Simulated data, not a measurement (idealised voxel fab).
Documented hereafter: the process module known as voxel trench capacitor.
FYI the section here is cut, 285 nm wide, cells are 5 nm squares.
This document writes a cross-section as a grid whose cells are square, and gives it as bands, listed from the top down; one or more rows of cells form a band.
For a band, the entry starts with two heights in nm, that of the top and then that of the bottom, and carries on with the band's materials in order from left to right, each alongside its width in nm; the word "everywhere" beside a single material means it fills the band edge to edge, and "blank" means empty space.
Below 0: as-received wafer, all one material; heights counted from there. Lowest band: no bottom, goes on down, written "0 nm and below".
A width such as "30 to 40" changes by the same amount from each row of cells to the next, from the band's top row to its bottom row.
Where a step carries "no modification", the cross-section came out of it unchanged, cell for cell.
Enclosed voids: empty space of 8 cells or more with no open way to the top, each as width x height at its distance from the left edge, in nm
after a step's settings: what the simulator itself notes on the step
overlay nm: mask offset rightward from planned place, masked step; negative means leftward offset.
-- Set out below are the planned steps of the process
step 1: RECEIVE, material Si
step 2: CONFORMAL_DEP, material SiN, thk nm 5
step 3: DIRECTIONAL_DEP, material aC, thk nm 10
step 4: PATTERN, tone open, mask id TRENCH, material resist, width nm 30, pitch nm 60, thk nm 25, overlay nm 0
step 5: DIRECTIONAL_ETCH, etch materials aC, depth nm 10
step 6: STRIP, etch materials resist
step 7: DIRECTIONAL_ETCH, etch materials SiN, depth nm 5
step 8: DIRECTIONAL_ETCH, etch materials Si, depth nm 30
step 9: STRIP, etch materials aC
step 10: CONFORMAL_DEP, material HfO2, thk nm 5
step 11: CONFORMAL_DEP, material TiN, thk nm 5
step 12: FILL_DEP, material W, thk nm 10
step 13: CMP, height nm 5
-- Wafer as received: cross-section following step 1
	0 nm and below = Si everywhere
	Enclosed voids: none
-- Post-module cross-section of the first of two wafers (run per plan)
	5 nm to 0 nm = SiN 35, HfO2 5, TiN 5, W 10, TiN 5, HfO2 5, SiN 30, HfO2 5, TiN 5, W 10, TiN 5, HfO2 5, SiN 30, HfO2 5, TiN 5, W 10, TiN 5, HfO2 5, SiN 30, HfO2 5, TiN 5, W 10, TiN 5, HfO2 5, SiN 40
	0 nm to -20 nm = Si 35, HfO2 5, TiN 5, W 10, TiN 5, HfO2 5, Si 30, HfO2 5, TiN 5, W 10, TiN 5, HfO2 5, Si 30, HfO2 5, TiN 5, W 10, TiN 5, HfO2 5, Si 30, HfO2 5, TiN 5, W 10, TiN 5, HfO2 5, Si 40
	-20 nm to -25 nm = Si 35, HfO2 5, TiN 20, HfO2 5, Si 30, HfO2 5, TiN 20, HfO2 5, Si 30, HfO2 5, TiN 20, HfO2 5, Si 30, HfO2 5, TiN 20, HfO2 5, Si 40
	-25 nm to -30 nm = Si 35, HfO2 30, Si 30, HfO2 30, Si 30, HfO2 30, Si 30, HfO2 30, Si 40
	-30 nm and below = Si everywhere
	Enclosed voids: none
-- Second of two wafers, module complete, sectioned: it shares the first wafer's start and plan but was run with one mistake
	15 nm to 10 nm = TiN 45, W 10, TiN 50, W 10, TiN 50, W 10, TiN 50, W 10, TiN 50
	10 nm to 5 nm = HfO2 40, TiN 5, W 10, TiN 5, HfO2 40, TiN 5, W 10, TiN 5, HfO2 40, TiN 5, W 10, TiN 5, HfO2 40, TiN 5, W 10, TiN 5, HfO2 45
	5 nm to 0 nm = SiN 35, HfO2 5, TiN 5, W 10, TiN 5, HfO2 5, SiN 30, HfO2 5, TiN 5, W 10, TiN 5, HfO2 5, SiN 30, HfO2 5, TiN 5, W 10, TiN 5, HfO2 5, SiN 30, HfO2 5, TiN 5, W 10, TiN 5, HfO2 5, SiN 40
	0 nm to -20 nm = Si 35, HfO2 5, TiN 5, W 10, TiN 5, HfO2 5, Si 30, HfO2 5, TiN 5, W 10, TiN 5, HfO2 5, Si 30, HfO2 5, TiN 5, W 10, TiN 5, HfO2 5, Si 30, HfO2 5, TiN 5, W 10, TiN 5, HfO2 5, Si 40
	-20 nm to -25 nm = Si 35, HfO2 5, TiN 20, HfO2 5, Si 30, HfO2 5, TiN 20, HfO2 5, Si 30, HfO2 5, TiN 20, HfO2 5, Si 30, HfO2 5, TiN 20, HfO2 5, Si 40
	-25 nm to -30 nm = Si 35, HfO2 30, Si 30, HfO2 30, Si 30, HfO2 30, Si 30, HfO2 30, Si 40
	-30 nm and below = Si everywhere
	Enclosed voids: none
What was done differently from what was planned? rather than as planned, step 13 actually ran as CMP, height nm 15
Looking at both finished wafers in cells, the second ends up ahead of or behind the first on some materials: HfO2 +41, TiN +57, W +16
